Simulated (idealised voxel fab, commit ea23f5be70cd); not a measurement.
This is a process module. Its name is voxel wiring stack.
Each square cell in cross-section cut measures 5 nm, and the section as a whole is 180 nm wide.
Notation: cross-section as square-cell grid; stated in bands, top first, going down; one or more cell rows per band. The entry gives the band's vertical extent as a top height and a bottom height in nm, then its horizontal make-up as materials from left to right, each with a width in nm. "empty" stands for empty space; a single material marked "throughout" fills the band edge to edge. The reference from which all heights are counted is 0, the level beneath which the as-received wafer is entirely one material; the lowest band, having no lower bound, proceeds downward and is written after the example "top 0, no bottom". Read "30 to 40" as a graded width: first number on top, second number at the bottom, same change between each pair of neighbouring rows. "no change" for a step: no cell of the cross-section changed in that step. This entry, "Entrapped voids", enumerates those empty regions of no fewer than 8 cells that possess no open connection to the top. Each region is reported in the form width x height at distance, the distance being taken from the left edge, with all three quantities expressed in nm. If you see something after the settings on a step's line, that's the simulator's own remark about that step. "overlay nm" answers the question of how far to the right of plan the mask lay on a step that has a mask, and when it is negative the answer is to the left.
These are the steps we planned for the process:
- 1: op RECEIVE | material Si
- 2: op CONFORMAL_DEP | material SiO2 | thk nm 15
- 3: op CONFORMAL_DEP | material SiN | thk nm 5
- 4: op DIRECTIONAL_DEP | material SiO2 | thk nm 15
- 5: op DIRECTIONAL_DEP | material aC | thk nm 15
- 6: op PATTERN | tone open | mask id METAL_1 | material resist | width nm 25 | pitch nm 40 | thk nm 35 | overlay nm -15
- 7: op DIRECTIONAL_ETCH | etch materials aC | depth nm 15
- 8: op STRIP | etch materials resist
- 9: op DIRECTIONAL_ETCH | etch materials SiO2 | depth nm 15
- 10: op DIRECTIONAL_ETCH | etch materials SiN | depth nm 5
- 11: op STRIP | etch materials aC
- 12: op CONFORMAL_DEP | material TiN | thk nm 5
- 13: op FILL_DEP | material Cu | thk nm 5
- 14: op CMP | height nm 35
- 15: op EPI | material Ru | thk nm 5
- 16: op FILL_DEP | material SiCN | thk nm 5
- 17: op DIRECTIONAL_DEP | material SiO2 | thk nm 10
- 18: op PATTERN | tone open | mask id PLUG_1 | material resist | width nm 15 | pitch nm 40 | thk nm 15 | overlay nm 0
- 19: op DIRECTIONAL_ETCH | etch materials SiO2 | depth nm 10
- 20: op DIRECTIONAL_ETCH | etch materials SiCN | depth nm 5
- 21: op STRIP | etch materials resist
- 22: op CONFORMAL_DEP | material TiN | thk nm 5
- 23: op FILL_DEP | material Ru | thk nm 10
- 24: op CMP | height nm 55
- 25: op DIRECTIONAL_DEP | material TiN | thk nm 5
- 26: op DIRECTIONAL_DEP | material W | thk nm 15
- 27: op PATTERN | tone cover | mask id METAL_2 | material resist | width nm 25 | pitch nm 40 | thk nm 20 | overlay nm 0
- 28: op DIRECTIONAL_ETCH | etch materials W | depth nm 15
- 29: op DIRECTIONAL_ETCH | etch materials TiN | depth nm 5
- 30: op STRIP | etch materials resist
- 31: op CONFORMAL_DEP | material SiN | thk nm 5
- 32: op FILL_DEP | material lowk | thk nm 10
- 33: op CMP | height nm 75
- 34: op CONFORMAL_DEP | material SiCN | thk nm 5
- 35: op DIRECTIONAL_DEP | material SiO2 | thk nm 30
- 36: op DIRECTIONAL_DEP | material aC | thk nm 10
- 37: op PATTERN | tone open | mask id METAL_3_HOLES | material resist | width nm 15 | thk nm 30 | overlay nm 0
- 38: op DIRECTIONAL_ETCH | etch materials aC | depth nm 10
- 39: op STRIP | etch materials resist
- 40: op DIRECTIONAL_ETCH | etch materials SiO2 | depth nm 30
- 41: op STRIP | etch materials aC
- 42: op DIRECTIONAL_DEP | material aC | thk nm 15
- 43: op PATTERN | tone open | mask id METAL_3 | material resist | width nm 25 | pitch nm 40 | thk nm 30 | overlay nm 0
- 44: op DIRECTIONAL_ETCH | etch materials aC | depth nm 15
- 45: op STRIP | etch materials resist
- 46: op DIRECTIONAL_ETCH | etch materials SiO2 | depth nm 15
- 47: op DIRECTIONAL_ETCH | etch materials SiCN | depth nm 5
- 48: op STRIP | etch materials aC
- 49: op CONFORMAL_DEP | material TiN | thk nm 5
- 50: op FILL_DEP | material Cu | thk nm 5
- 51: op CMP | height nm 110
- 52: op CONFORMAL_DEP | material SiN | thk nm 5
The wafers are alike at the start. At step 6, their overlay nm differs. The plan lists the first wafer's value.
First of several wafers (as received, post step 1), cross-sectional view:
> top 0, no bottom: Si throughout
> Entrapped voids: none
Basically each wafer gets a line in the table, showing it at the end of the module: material by material, the cells it gained (+) or lost (-) since we got it, then its closed voids:
overlay nm -15, +34 Cu, +18 Ru, +85 SiCN, +100 SiN, +423 SiO2, +72 TiN, +30 W, +66 lowk, Entrapped voids: none
overlay nm -10, +34 Cu, +18 Ru, +85 SiCN, +100 SiN, +423 SiO2, +72 TiN, +30 W, +66 lowk, Entrapped voids: none
overlay nm -5, +34 Cu, +18 Ru, +85 SiCN, +100 SiN, +423 SiO2, +72 TiN, +30 W, +66 lowk, Entrapped voids: none
overlay nm 0, +34 Cu, +18 Ru, +85 SiCN, +100 SiN, +423 SiO2, +72 TiN, +30 W, +66 lowk, Entrapped voids: none
overlay nm 5, +34 Cu, +18 Ru, +85 SiCN, +100 SiN, +423 SiO2, +72 TiN, +30 W, +66 lowk, Entrapped voids: none
overlay nm 10, +34 Cu, +18 Ru, +85 SiCN, +100 SiN, +423 SiO2, +72 TiN, +30 W, +66 lowk, Entrapped voids: none
overlay nm 15, +34 Cu, +18 Ru, +85 SiCN, +100 SiN, +423 SiO2, +72 TiN, +30 W, +66 lowk, Entrapped voids: none
